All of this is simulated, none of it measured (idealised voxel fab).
You're looking at the process module voxel tone inversion.
This is section cut - it's 235 nm across, gridded in 5 nm square cells.
Each cross-section below is a grid of square cells, stated as bands in top-down order, with one or more rows of cells making up each band.
Top, bottom (nm), then materials left to right with widths (nm); lone material tagged "everywhere" fills the whole band edge to edge; "air" = empty space.
Convention: height 0 is the level below which the wafer, as received, is all one material. The lowest band does not terminate at the bottom but continues downward, represented as "0 and below".
You'd read "30->40" like this: the band's top row of cells is as wide as the first number, its bottom row is as wide as the second, and going down, every row changes width by the same amount as the row before did.
Where a step carries "left unchanged", the cross-section came out of it unchanged, cell for cell.
Entry "Enclosed cavities". Content: empty spaces with no open connection to the top, size 8 cells or greater. Each: width x height at distance. Distance: from left edge. Unit: nm.
Anything after a step's settings on that line? It's the simulator's own note about the step.
On any step carrying a mask, the "overlay nm" setting, if present on the step's line, tells how far right of its planned place the mask lay; negative values point to the left.

-- Process steps (planned)
1) RECEIVE, material Si
2) CONFORMAL_DEP, material SiCN, thk nm 5
3) DIRECTIONAL_DEP, material aC, thk nm 25
4) PATTERN, tone cover, mask id POSTS, material resist, width nm 20, pitch nm 45, thk nm 35, overlay nm 0
5) DIRECTIONAL_ETCH, etch materials aC, depth nm 25
6) STRIP, etch materials resist
7) FILL_DEP, material lowk, thk nm 10
8) CMP, height nm 30
9) STRIP, etch materials aC
10) CONFORMAL_DEP, material TiN, thk nm 5
11) FILL_DEP, material Ru, thk nm 10
12) CMP, height nm 30
13) CONFORMAL_DEP, material SiCN, thk nm 5

-- Wafer as received: cross-section following step 1
    0 and below: Si everywhere
    Enclosed cavities: none

-- The first of two wafers, cross-sectioned at the end of the module, with the run proceeding as planned
    35 down to 30: SiCN everywhere
    30 down to 10: lowk=60, then TiN=5, then Ru=10, then TiN=5, then lowk=25, then TiN=5, then Ru=10, then TiN=5, then lowk=25, then TiN=5, then Ru=10, then TiN=5, then lowk=65
    10 down to 5: lowk=60, then TiN=20, then lowk=25, then TiN=20, then lowk=25, then TiN=20, then lowk=65
    5 down to 0: SiCN everywhere
    0 and below: Si everywhere
    Enclosed cavities: none

-- Second wafer of the two, sectioned at the end of the module. It began like the first and followed the same plan, but one mistake was made while running it
    35 down to 30: SiCN everywhere
    30 down to 10: Ru=55, then TiN=5, then lowk=20, then TiN=5, then Ru=15, then TiN=5, then lowk=20, then TiN=5, then Ru=15, then TiN=5, then lowk=20, then TiN=5, then Ru=60
    10 down to 5: TiN=60, then lowk=20, then TiN=25, then lowk=20, then TiN=25, then lowk=20, then TiN=65
    5 down to 0: SiCN everywhere
    0 and below: Si everywhere
    Enclosed cavities: none
Plan not followed: not per plan at step 4, really ran PATTERN, tone open, mask id POSTS, material resist, width nm 20, pitch nm 45, thk nm 35, overlay nm 0
It is noted that, at the conclusion of processing, the second wafer exhibits a higher or lower cell count for certain materials relative to the first: Ru: 92 more; TiN: 23 more; lowk: 115 fewer
